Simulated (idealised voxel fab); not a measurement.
Module name: voxel ribs on slabs (process module)
It is cross-section cut that appears here, measuring 250 nm in width, its square cells being 5 nm in size.
Each cross-section below is a grid of square cells, stated as bands in top-down order, with one or more rows of cells making up each band. Top, bottom (nm), then materials left to right with widths (nm); lone material tagged "full width" fills the whole band edge to edge; "air" = empty space. Where do heights start? At 0: under that level the wafer as delivered is made of one material only. And the lowest band has no floor; it just carries on downward, as in "0 -> down". Width "30..40": first value at the band's top row of cells, second value at its bottom row, equal change from row to row. Given "stayed the same" for a step, no cell of the cross-section differs between before and after that step. Basically, "Sealed voids" tells you about the enclosed voids: empty spaces with no open way to the top, 8 cells or bigger, each written width x height at distance, where distance is from the left edge, all in nm. Post-settings text on a step line: simulator's own remark regarding the step. What "overlay nm" on a step's line means: if the step has a mask, that mask lay this far to the right of its planned place, or, when the value is negative, to the left.

INTENDED PROCESS STEPS
step 1: RECEIVE (material Si)
step 2: DIRECTIONAL_DEP (material SiO2; thk nm 25)
step 3: DIRECTIONAL_DEP (material SiN; thk nm 25)
step 4: MASKED_ETCH (tone cover; mask id RIB; width nm 15; etch materials SiN; depth nm 20; overlay nm 0)
step 5: DIRECTIONAL_DEP (material aC; thk nm 10)
step 6: PATTERN (tone cover; mask id SLAB; material resist; width nm 55; thk nm 25; overlay nm 0)
step 7: DIRECTIONAL_ETCH (etch materials aC; depth nm 10)
step 8: STRIP (etch materials resist)
step 9: DIRECTIONAL_ETCH (etch materials SiN; depth nm 5)
step 10: STRIP (etch materials aC)
step 11: FILL_DEP (material SiO2; thk nm 25)
step 12: CMP (height nm 65)
step 13: DIRECTIONAL_DEP (material TiN; thk nm 10)
step 14: MASKED_ETCH (tone cover; mask id HEATER; width nm 25; etch materials TiN; depth nm 10; overlay nm 0)
step 15: CONFORMAL_DEP (material SiN; thk nm 5)

THE CROSS-SECTION HERE SHOWS THE WAFER AS RECEIVED, I.E. IN ITS STATE AFTER STEP 1
	0 -> down | Si full width
	Sealed voids: none

LOOKING AT THE FIRST OF TWO WAFERS IN CROSS-SECTION AT END OF MODULE - RAN TO PLAN
	80 -> 75 | air (105); SiN (35); air (110)
	75 -> 70 | air (105); SiN (5); TiN (25); SiN (5); air (110)
	70 -> 65 | SiN (110); TiN (25); SiN (115)
	65 -> 50 | SiO2 full width
	50 -> 30 | SiO2 (115); SiN (15); SiO2 (120)
	30 -> 25 | SiO2 (95); SiN (55); SiO2 (100)
	25 -> 0 | SiO2 full width
	0 -> down | Si full width
	Sealed voids: none

PRESENTED HERE IS A CROSS-SECTION OF THE SECOND OF THE TWO WAFERS AS IT STOOD AT THE END OF THE MODULE. IT WAS STARTED IN THE SAME MANNER AND ASSIGNED THE SAME PLAN AS THE FIRST WAFER; HOWEVER, ONE MISTAKE WAS MADE IN ITS EXECUTION
	80 -> 75 | air (105); SiN (35); air (110)
	75 -> 70 | air (105); SiN (5); TiN (25); SiN (5); air (110)
	70 -> 65 | SiN (110); TiN (25); SiN (115)
	65 -> 40 | SiO2 full width
	40 -> 20 | SiO2 (115); SiN (15); SiO2 (120)
	20 -> 15 | SiO2 (95); SiN (55); SiO2 (100)
	15 -> 0 | SiO2 full width
	0 -> down | Si full width
	Sealed voids: none
In executing the process, a mistake was made relative to the plan: step 2: run off-plan, actual operation and settings DIRECTIONAL_DEP (material SiO2; thk nm 15)
Same inventory, different map: at the end, the second wafer holds as many cells of each material as the first, placed elsewhere.
